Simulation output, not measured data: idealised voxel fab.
The process module presented herein is designated voxel ribs on slabs.
We display cut, a cross-section 295 nm in width whose square cells are each 5 nm.
Cross-section, as written here: a square-cell grid given band by band from the top down, where a band holds one or more rows of cells. Basically the band line says how high the top is and how high the bottom is, in nm, and then what's in it from left to right, every material with its width in nm. Empty space shows up as "blank", and if a single material carries "all across" it runs the full band edge to edge. Basically, 0 is our baseline, since under it the wafer straight out of the box is all one material. The bottom band has no lower end and keeps on going down, so it looks like "0..down". You'd read "30 to 40" like this: the band's top row of cells is as wide as the first number, its bottom row is as wide as the second, and going down, every row changes width by the same amount as the row before did. Take "nothing got changed" at face value: in the step it is given for, the cross-section changed in none of its cells. What "Sealed voids" gives you is every empty space of 8 cells or more that is cut off from the top. Each appears as width x height at distance, with the distance taken from the left edge and width, height and distance all in nm. On a step's line, text after the settings is the simulator commenting on that step. You can add "overlay nm" to a step's line. For a step with a mask, it describes how far the mask lay to the right of its planned position, and a negative number describes a lay to the left.

[This section lists the process steps that were planned]
- 1: RECEIVE [material Si]
- 2: DIRECTIONAL_DEP [material SiO2] [thk nm 20]
- 3: DIRECTIONAL_DEP [material SiN] [thk nm 15]
- 4: PATTERN [tone cover] [mask id RIB] [material resist] [width nm 25] [thk nm 15] [overlay nm 0]
- 5: DIRECTIONAL_ETCH [etch materials SiN] [depth nm 10]
- 6: STRIP [etch materials resist]
- 7: PATTERN [tone cover] [mask id SLAB] [material resist] [width nm 65] [thk nm 15] [overlay nm 0]
- 8: DIRECTIONAL_ETCH [etch materials SiN] [depth nm 5]
- 9: STRIP [etch materials resist]
- 10: FILL_DEP [material SiO2] [thk nm 15]
- 11: CMP [height nm 45]
- 12: DIRECTIONAL_DEP [material TiN] [thk nm 10]
- 13: MASKED_ETCH [tone cover] [mask id HEATER] [width nm 35] [etch materials TiN] [depth nm 10] [overlay nm 0]
- 14: CONFORMAL_DEP [material SiN] [thk nm 10]

[First of the two wafers, run per plan]

[Wafer cross-section on receipt, i.e. after step 1]
  0..down: Si all across
  Sealed voids: none

[Take a look at the wafer's cross-section after step 2]
  20..0: SiO2 all across
  Below 0, the layers are the same as they were.

[Take a look at the wafer's cross-section after step 3]
  35..20: SiN all across
  Below 20, the layers are the same as they were.

[Take a look at the wafer's cross-section after step 4]
  50..35: 135 blank  25 resist  135 blank
  Below 35, the layers are the same as they were.

[Take a look at the wafer's cross-section after step 5]
  50..35: 135 blank  25 resist  135 blank
  35..25: 135 blank  25 SiN  135 blank
  Below 25, the layers are the same as they were.

[Take a look at the wafer's cross-section after step 6]
  35..25: 135 blank  25 SiN  135 blank
  Below 25, the layers are the same as they were.

[Take a look at the wafer's cross-section after step 7]
  50..35: 115 blank  65 resist  115 blank
  35..25: 115 blank  20 resist  25 SiN  20 resist  115 blank
  Below 25, the layers are the same as they were.

[Take a look at the wafer's cross-section after step 8]
  50..35: 115 blank  65 resist  115 blank
  35..25: 115 blank  20 resist  25 SiN  20 resist  115 blank
  25..20: 115 blank  65 SiN  115 blank
  Below 20, the layers are the same as they were.

[Take a look at the wafer's cross-section after step 9]
  35..25: 135 blank  25 SiN  135 blank
  Below 25, the layers are the same as they were.

[Take a look at the wafer's cross-section after step 10]
  50..35: SiO2 all across
  35..25: 135 SiO2  25 SiN  135 SiO2
  25..20: 115 SiO2  65 SiN  115 SiO2
  Below 20, the layers are the same as they were.

[Take a look at the wafer's cross-section after step 11]
  45..35: SiO2 all across
  Below 35, the layers are the same as they were.

[Take a look at the wafer's cross-section after step 12]
  55..45: TiN all across
  Below 45, the layers are the same as they were.

[Take a look at the wafer's cross-section after step 13]
  55..45: 130 blank  35 TiN  130 blank
  Below 45, the layers are the same as they were.

[Take a look at the wafer's cross-section after step 14]
  65..55: 120 blank  55 SiN  120 blank
  55..45: 130 SiN  35 TiN  130 SiN
  Below 45, the layers are the same as they were.

[Second wafer - shared start and plan with the first - one error in running - same as the first up to step 13 inclusive]

Cross-section: second wafer, time at which step 14 was scheduled to end: nothing got changed
what went wrong: step 14 of the plan got skipped, so it never ran
Count the cells at the end and the second wafer has more or fewer of some materials than the first: SiN: 126 fewer
